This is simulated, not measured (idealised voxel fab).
process module | voxel capacitor over wiring
cross-section cut | 215 nm wide | cells 5 nm
A cross-section is a grid of square cells, given in bands from the top down. A band is one or more rows of cells.
Each band's line starts with the height of the band's top and of its bottom, in nm. Then come its materials from left to right, each with its width in nm. One material with "throughout" fills the band from edge to edge. "air" is empty space.
Height 0 is the level under which the wafer as received is all one material. The lowest band goes on downwards, as in "0 down".
A width such as "30 to 40" changes by the same amount from each row of cells to the next, from the band's top row to its bottom row.
"no change" after a step means that no cell of the cross-section changed.
closed voids: empty space of 8 cells or more with no open way to the top, each as width x height at its distance from the left edge, in nm
after a step's settings: what the simulator itself notes on the step
overlay nm, on a step with a mask: how far to the right of its planned place the mask lay; to the left if negative
plan
1 op RECEIVE | material Si
2 op CONFORMAL_DEP | material SiO2 | thk nm 15
3 op CONFORMAL_DEP | material SiN | thk nm 5
4 op DIRECTIONAL_DEP | material SiO2 | thk nm 25
5 op PATTERN | tone open | mask id METAL_1 | material resist | width nm 25 | pitch nm 80 | thk nm 15 | overlay nm 0
6 op DIRECTIONAL_ETCH | etch materials SiO2 | depth nm 25
7 op DIRECTIONAL_ETCH | etch materials SiN | depth nm 5
8 op STRIP | etch materials resist
9 op CONFORMAL_DEP | material TiN | thk nm 5
10 op FILL_DEP | material W | thk nm 10
11 op CMP | height nm 45
12 op EPI | material Ru | thk nm 5
13 op FILL_DEP | material SiCN | thk nm 5
14 op DIRECTIONAL_DEP | material lowk | thk nm 15
15 op PATTERN | tone open | mask id PLUG_1 | material resist | width nm 15 | thk nm 15 | overlay nm 0
16 op DIRECTIONAL_ETCH | etch materials lowk | depth nm 15
17 op DIRECTIONAL_ETCH | etch materials SiCN | depth nm 5
18 op STRIP | etch materials resist
19 op EPI | material Ru | thk nm 10
20 op EPI | material Ru | thk nm 10
21 op DIRECTIONAL_DEP | material TiN | thk nm 5
22 op DIRECTIONAL_DEP | material HfO2 | thk nm 5
23 op DIRECTIONAL_DEP | material TiN | thk nm 5
24 op PATTERN | tone cover | mask id UPPER_PLATE | material resist | width nm 60 | thk nm 20 | overlay nm 0
25 op DIRECTIONAL_ETCH | etch materials TiN | depth nm 5
26 op DIRECTIONAL_ETCH | etch materials HfO2 | depth nm 5
27 op STRIP | etch materials resist
28 op PATTERN | tone cover | mask id LOWER_PLATE | material resist | width nm 70 | thk nm 20 | overlay nm 0
29 op DIRECTIONAL_ETCH | etch materials TiN | depth nm 5
30 op STRIP | etch materials resist
31 op FILL_DEP | material SiO2 | thk nm 20
32 op CMP | height nm 100
33 op MASKED_ETCH | tone open | mask id PLUG_2 | width nm 15 | etch materials SiO2 | depth nm 15 | overlay nm 0
34 op CONFORMAL_DEP | material TiN | thk nm 5
35 op FILL_DEP | material Ru | thk nm 10
36 op CMP | height nm 100
37 op CONFORMAL_DEP | material SiCN | thk nm 5
as received, after step 1
  0 down: Si throughout
  closed voids: none
a wafer at the end: this start, this plan, one mistake
  105 to 100: SiCN throughout
  100 to 90: SiO2 75 | TiN 5 | Ru 5 | TiN 5 | SiO2 125
  90 to 85: SiO2 75 | TiN 15 | SiO2 125
  85 to 80: SiO2 60 | TiN 5 | SiO2 60 | TiN 5 | SiO2 85
  80 to 75: HfO2 65 | SiO2 60 | HfO2 90
  75 to 70: TiN throughout
  70 to 55: lowk 65 | Ru 15 | lowk 135
  55 to 50: SiCN 65 | Ru 15 | SiCN 135
  50 to 45: SiCN 50 | Ru 35 | SiCN 45 | Ru 35 | SiCN 50
  45 to 20: SiO2 55 | TiN 5 | W 15 | TiN 5 | SiO2 55 | TiN 5 | W 15 | TiN 5 | SiO2 55
  20 to 15: SiN 55 | TiN 25 | SiN 55 | TiN 25 | SiN 55
  15 to 0: SiO2 throughout
  0 down: Si throughout
  closed voids: none
what went wrong: step 24 ran as: op PATTERN | tone open | mask id UPPER_PLATE | material resist | width nm 60 | thk nm 20 | overlay nm 0
